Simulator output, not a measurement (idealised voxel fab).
The name of this process module is voxel gate over fins.
Cross-section cut: width 205 nm, square cells of 5 nm.
Each cross-section below is a grid of square cells, stated as bands in top-down order, with one or more rows of cells making up each band. A band entry consists of two parts. The first gives the height of the band's top and the height of its bottom, in nm. The rest lists the band's materials from left to right, each with its width in nm. A single material labelled with the word "all across" fills the band from edge to edge, and the word "blank" marks empty space. Heights are measured from 0, the level below which the as-received wafer is all one material; the lowest band has no bottom and continues downward, written as in "0 -> down". Think of "30..40" as a width that walks from the first number to the second as you go down the band, top row to bottom row, taking equal-sized steps from row to row. "left unchanged" for a step: no cell of the cross-section changed in that step. In the "Enclosed internal cavities" entry, you get each enclosed empty space of 8 cells or more, one with no open way to the top, written width x height at distance, distance from the left edge, in nm. Read whatever lies past the settings on a step's line as the simulator's own remark about the step. When a step includes a mask, the "overlay nm" setting on its line states how far to the right of its planned place that mask lay, and negative values state how far to the left.
These are the steps we planned for the process
1 RECEIVE [material Si]
2 CONFORMAL_DEP [material SiN] [thk nm 10]
3 PATTERN [tone cover] [mask id FINS] [material resist] [width nm 15] [pitch nm 45] [thk nm 20] [overlay nm 0]
4 DIRECTIONAL_ETCH [etch materials SiN] [depth nm 10]
5 DIRECTIONAL_ETCH [etch materials Si] [depth nm 35]
6 STRIP [etch materials resist]
7 FILL_DEP [material SiO2] [thk nm 10]
8 CMP [height nm 10]
9 SELECTIVE_ETCH [etch materials SiO2] [depth nm 20]
10 STRIP [etch materials SiN]
11 CONFORMAL_DEP [material HfO2] [thk nm 5]
12 CONFORMAL_DEP [material TiN] [thk nm 5]
13 FILL_DEP [material W] [thk nm 15]
14 CMP [height nm 20]
15 CONFORMAL_DEP [material SiCN] [thk nm 10]
Wafer as received: cross-section following step 1
    0 -> down | Si all across
    Enclosed internal cavities: none
Cross-section taken at module completion on the first of two wafers; processed per the plan
    30 -> 20 | SiCN all across
    20 -> 10 | W all across
    10 -> 5 | W=15 | TiN=35 | W=10 | TiN=35 | W=10 | TiN=35 | W=10 | TiN=35 | W=20
    5 -> 0 | W=15 | TiN=5 | HfO2=25 | TiN=5 | W=10 | TiN=5 | HfO2=25 | TiN=5 | W=10 | TiN=5 | HfO2=25 | TiN=5 | W=10 | TiN=5 | HfO2=25 | TiN=5 | W=20
    0 -> -5 | TiN=20 | HfO2=5 | Si=15 | HfO2=5 | TiN=20 | HfO2=5 | Si=15 | HfO2=5 | TiN=20 | HfO2=5 | Si=15 | HfO2=5 | TiN=20 | HfO2=5 | Si=15 | HfO2=5 | TiN=25
    -5 -> -10 | HfO2=25 | Si=15 | HfO2=30 | Si=15 | HfO2=30 | Si=15 | HfO2=30 | Si=15 | HfO2=30
    -10 -> -35 | SiO2=25 | Si=15 | SiO2=30 | Si=15 | SiO2=30 | Si=15 | SiO2=30 | Si=15 | SiO2=30
    -35 -> down | Si all across
    Enclosed internal cavities: none
Module end: cross-section of wafer two of two. Same start and process plan as the first wafer. One mistake during execution
    30 -> 20 | SiCN all across
    20 -> 15 | TiN all across
    15 -> 10 | HfO2 all across
    10 -> 0 | W all across
    0 -> down | Si all across
    Enclosed internal cavities: none
The plan and the run diverged here: it should be noted that step 2 was executed with settings other than those planned, the operation and settings actually applied being CONFORMAL_DEP [material W] [thk nm 10]
at the end the second wafer has, in cells: HfO2 -16 | Si +203 | SiO2 -145 | TiN -16 | W -26
